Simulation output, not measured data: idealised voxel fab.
process module | voxel double patterning
cross-section cut | 250 nm wide | cells 5 nm
A cross-section is a grid of square cells, given in bands from the top down. A band is one or more rows of cells.
Each band's line starts with the height of the band's top and of its bottom, in nm. Then come its materials from left to right, each with its width in nm. One material with "throughout" fills the band from edge to edge. "air" is empty space.
Height 0 is the level under which the wafer as received is all one material. The lowest band goes on downwards, as in "0 down".
A width such as "30 to 40" changes by the same amount from each row of cells to the next, from the band's top row to its bottom row.
"no change" after a step means that no cell of the cross-section changed.
closed voids: empty space of 8 cells or more with no open way to the top, each as width x height at its distance from the left edge, in nm
after a step's settings: what the simulator itself notes on the step
overlay nm, on a step with a mask: how far to the right of its planned place the mask lay; to the left if negative
plan
1 op RECEIVE | material Si
2 op CONFORMAL_DEP | material SiN | thk nm 10
3 op DIRECTIONAL_DEP | material SiO2 | thk nm 20
4 op DIRECTIONAL_DEP | material SiCN | thk nm 10
5 op MASKED_ETCH | tone open | mask id FIRST | width nm 15 | pitch nm 50 | etch materials SiCN | depth nm 10 | overlay nm 0
6 op DIRECTIONAL_DEP | material aC | thk nm 10
7 op PATTERN | tone open | mask id SECOND | material resist | width nm 15 | pitch nm 50 | thk nm 30 | overlay nm 0
8 op DIRECTIONAL_ETCH | etch materials aC | depth nm 10
9 op STRIP | etch materials resist
10 op DIRECTIONAL_ETCH | etch materials SiCN | depth nm 10
11 op STRIP | etch materials aC
12 op DIRECTIONAL_ETCH | etch materials SiO2 | depth nm 20
13 op STRIP | etch materials SiCN
as received, after step 1
  0 down: Si throughout
  closed voids: none
a wafer at the end: this start, this plan, one mistake
  30 to 10: SiO2 65 | air 115 | SiO2 70
  10 to 0: SiN throughout
  0 down: Si throughout
  closed voids: none
what went wrong: step 9 ran as: op STRIP | etch materials SiCN
